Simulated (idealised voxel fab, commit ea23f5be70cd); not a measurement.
Herein follows the process module entitled voxel self aligned contacts.
Section cut is 145 nm wide and gridded with 5 nm square cells.
How to read a cross-section here: the picture is a grid of square cells, written as bands going from the top down, and any band can span one or more rows of cells. A band entry consists of two parts. The first gives the height of the band's top and the height of its bottom, in nm. The rest lists the band's materials from left to right, each with its width in nm. A single material labelled with the word "throughout" fills the band from edge to edge, and the word "air" marks empty space. Height reference: 0 = level under which incoming wafer is all one material. Lowest band: no bottom, runs on downward, e.g. "0 and below". Top row gets the first number, bottom row gets the second, and each row in between changes by the same step: that is how a band width like "30->40" works. No cell of the cross-section changed in a step that is given as "all unchanged". Under "Closed void register" you'll find the enclosed gaps, the ones with no way out to the top, that are 8 cells or bigger; each reads width x height at distance, with distance counted from the left edge, everything in nm. Read whatever lies past the settings on a step's line as the simulator's own remark about the step. "overlay nm" answers the question of how far to the right of plan the mask lay on a step that has a mask, and when it is negative the answer is to the left.
The following list gives the planned process steps:
- 1: RECEIVE,material Si
- 2: OXIDIZE,depth nm 5
- 3: DIRECTIONAL_DEP,material polySi,thk nm 20
- 4: DIRECTIONAL_DEP,material SiN,thk nm 25
- 5: DIRECTIONAL_DEP,material aC,thk nm 10
- 6: PATTERN,tone cover,mask id GATE,material resist,width nm 35,pitch nm 75,thk nm 25,overlay nm 0
- 7: DIRECTIONAL_ETCH,etch materials aC,depth nm 10
- 8: STRIP,etch materials resist
- 9: DIRECTIONAL_ETCH,etch materials SiN,depth nm 25
- 10: DIRECTIONAL_ETCH,etch materials polySi,depth nm 20
- 11: STRIP,etch materials aC
- 12: CONFORMAL_DEP,material SiN,thk nm 10
- 13: DIRECTIONAL_ETCH,etch materials SiN,depth nm 10
- 14: FILL_DEP,material SiO2,thk nm 15
- 15: CMP,height nm 55
- 16: MASKED_ETCH,tone open,mask id CONTACT,width nm 50,etch materials SiO2,depth nm 60,overlay nm 0
- 17: CONFORMAL_DEP,material TiN,thk nm 5
- 18: FILL_DEP,material Ru,thk nm 5
- 19: CMP,height nm 55
- 20: CONFORMAL_DEP,material SiCN,thk nm 5
as received, after step 1:
* 0 and below | Si throughout
* Closed void register: none
first wafer at the end, as planned:
* 60 down to 55 | SiCN throughout
* 55 down to 45 | 45 of SiO2, 5->20 of TiN, 40->10 of Ru, 5->20 of TiN, 50 of SiO2
* 45 down to 20 | 5 of SiO2, 55 of SiN, 5 of TiN, 10 of Ru, 5 of TiN, 55 of SiN, 10 of SiO2
* 20 down to 0 | 5 of SiO2, 10 of SiN, 35 of polySi, 10 of SiN, 5 of TiN, 10 of Ru, 5 of TiN, 10 of SiN, 35 of polySi, 10 of SiN, 10 of SiO2
* 0 down to -5 | 60 of SiO2, 20 of TiN, 65 of SiO2
* -5 and below | Si throughout
* Closed void register: none
Wafer two, end of module, cross-section. Same start, same plan as wafer one. One mistake in the run:
* 60 down to 55 | SiCN throughout
* 55 down to 45 | 40 of SiO2, 5->25 of TiN, 50->10 of Ru, 5->25 of TiN, 45 of SiO2
* 45 down to 20 | 5 of SiO2, 55 of SiN, 5 of TiN, 10 of Ru, 5 of TiN, 55 of SiN, 10 of SiO2
* 20 down to 0 | 5 of SiO2, 10 of SiN, 35 of polySi, 10 of SiN, 5 of TiN, 10 of Ru, 5 of TiN, 10 of SiN, 35 of polySi, 10 of SiN, 10 of SiO2
* 0 down to -5 | 60 of SiO2, 20 of TiN, 65 of SiO2
* -5 and below | Si throughout
* Closed void register: none
Deviation noted in wafer processing: step 16 was processed under conditions differing from the plan, specifically as MASKED_ETCH,tone open,mask id CONTACT,width nm 60,etch materials SiO2,depth nm 60,overlay nm 0
Count the cells at the end and the second wafer has more or fewer of some materials than the first: Ru +2, SiO2 -4, TiN +2
